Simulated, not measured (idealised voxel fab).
Title: Process Module voxel air gaps
The cross-section on display is named cut; it measures 295 nm wide, and its cells are 5 nm squares.
Notation: cross-section as square-cell grid; stated in bands, top first, going down; one or more cell rows per band. Each band's line starts with the height of the band's top and of its bottom, in nm. Then come its materials from left to right, each with its width in nm. One material with "full width" fills the band from edge to edge. "empty" is empty space. The level at which height equals 0 is the one under which the wafer, as it arrives, is entirely one material. No lower edge exists for the bottom band, which continues downward and is notated as in "top 0, no bottom". A two-number width, for instance "30->40", indicates that the width is equal to the first number in the top row of the band and to the second number in the bottom row, and that it changes by a constant amount per row of cells. You'll sometimes find "no change" written for a step, and that's the way of saying that nowhere in the cross-section did a cell change during that step. Empty spaces counting at least 8 cells and having no open way to the top are listed in "Enclosed internal cavities". The notation width x height at distance is used for each, the distance being from the left edge and all three values in nm. On each step's line, the part that comes after the settings is the simulator's own comment on the step. A step's line can hold "overlay nm"; with a mask on that step, the setting says how far right of the planned place the mask lay, while a negative setting says it lay to the left.
-- Listed below are the process steps as planned
- 1: op RECEIVE | material Si
- 2: op CONFORMAL_DEP | material SiO2 | thk nm 15
- 3: op CONFORMAL_DEP | material SiN | thk nm 5
- 4: op DIRECTIONAL_DEP | material lowk | thk nm 35
- 5: op MASKED_ETCH | tone open | mask id LINES | width nm 20 | pitch nm 50 | etch materials lowk | depth nm 35 | overlay nm -15
- 6: op CONFORMAL_DEP | material TiN | thk nm 5
- 7: op FILL_DEP | material Cu | thk nm 5
- 8: op CMP | height nm 55
- 9: op EPI | material Ru | thk nm 10
- 10: op SELECTIVE_ETCH | etch materials lowk | depth nm 45
- 11: op CONFORMAL_DEP | material SiN | thk nm 5
Every wafer here starts from the same state; it is the step 5 overlay nm that distinguishes them, and the value the plan gives belongs to the first wafer.
-- So this is the first of several wafers, cross-sectioned as it came to us, meaning it's at the end of step 1
  top 0, no bottom | Si full width
  Enclosed internal cavities: none
-- End of the module, past its last step, step 11: how the first of several wafers looks in cross-section
  top 70, bottom 65 | empty (55), then SiN (150), then empty (90)
  top 65, bottom 55 | empty (55), then SiN (5), then Ru (40), then SiN (10), then Ru (40), then SiN (10), then Ru (40), then SiN (5), then empty (90)
  top 55, bottom 50 | empty (55), then SiN (15), then TiN (5), then Cu (10), then TiN (5), then SiN (30), then TiN (5), then Cu (10), then TiN (5), then SiN (30), then TiN (5), then Cu (10), then TiN (5), then SiN (15), then empty (90)
  top 50, bottom 25 | empty (65), then SiN (5), then TiN (5), then Cu (10), then TiN (5), then SiN (5), then empty (20), then SiN (5), then TiN (5), then Cu (10), then TiN (5), then SiN (5), then empty (20), then SiN (5), then TiN (5), then Cu (10), then TiN (5), then SiN (5), then empty (100)
  top 25, bottom 20 | SiN (70), then TiN (20), then SiN (30), then TiN (20), then SiN (30), then TiN (20), then SiN (105)
  top 20, bottom 15 | SiN full width
  top 15, bottom 0 | SiO2 full width
  top 0, no bottom | Si full width
  Enclosed internal cavities: 20 x 25 at 95; 20 x 25 at 145
-- Here's the last wafer cross-sectioned at the end of the module
  top 70, bottom 65 | empty (85), then SiN (150), then empty (60)
  top 65, bottom 55 | empty (85), then SiN (5), then Ru (40), then SiN (10), then Ru (40), then SiN (10), then Ru (40), then SiN (5), then empty (60)
  top 55, bottom 50 | empty (85), then SiN (15), then TiN (5), then Cu (10), then TiN (5), then SiN (30), then TiN (5), then Cu (10), then TiN (5), then SiN (30), then TiN (5), then Cu (10), then TiN (5), then SiN (15), then empty (60)
  top 50, bottom 25 | empty (95), then SiN (5), then TiN (5), then Cu (10), then TiN (5), then SiN (5), then empty (20), then SiN (5), then TiN (5), then Cu (10), then TiN (5), then SiN (5), then empty (20), then SiN (5), then TiN (5), then Cu (10), then TiN (5), then SiN (5), then empty (70)
  top 25, bottom 20 | SiN (100), then TiN (20), then SiN (30), then TiN (20), then SiN (30), then TiN (20), then SiN (75)
  top 20, bottom 15 | SiN full width
  top 15, bottom 0 | SiO2 full width
  top 0, no bottom | Si full width
  Enclosed internal cavities: 20 x 25 at 125; 20 x 25 at 175
-- Per wafer, end of module: cells gained (+) or lost (-) per material since receipt, then closed voids
overlay nm -15 | +36 Cu | +48 Ru | +196 SiN | +177 SiO2 | +48 TiN | Enclosed internal cavities: 20 x 25 at 95; 20 x 25 at 145
overlay nm -10 | +36 Cu | +48 Ru | +196 SiN | +177 SiO2 | +48 TiN | Enclosed internal cavities: 20 x 25 at 100; 20 x 25 at 150
overlay nm -5 | +36 Cu | +48 Ru | +196 SiN | +177 SiO2 | +48 TiN | Enclosed internal cavities: 20 x 25 at 105; 20 x 25 at 155
overlay nm 0 | +36 Cu | +48 Ru | +196 SiN | +177 SiO2 | +48 TiN | Enclosed internal cavities: 20 x 25 at 110; 20 x 25 at 160
overlay nm 5 | +36 Cu | +48 Ru | +196 SiN | +177 SiO2 | +48 TiN | Enclosed internal cavities: 20 x 25 at 115; 20 x 25 at 165
overlay nm 10 | +36 Cu | +48 Ru | +196 SiN | +177 SiO2 | +48 TiN | Enclosed internal cavities: 20 x 25 at 120; 20 x 25 at 170
overlay nm 15 | +36 Cu | +48 Ru | +196 SiN | +177 SiO2 | +48 TiN | Enclosed internal cavities: 20 x 25 at 125; 20 x 25 at 175
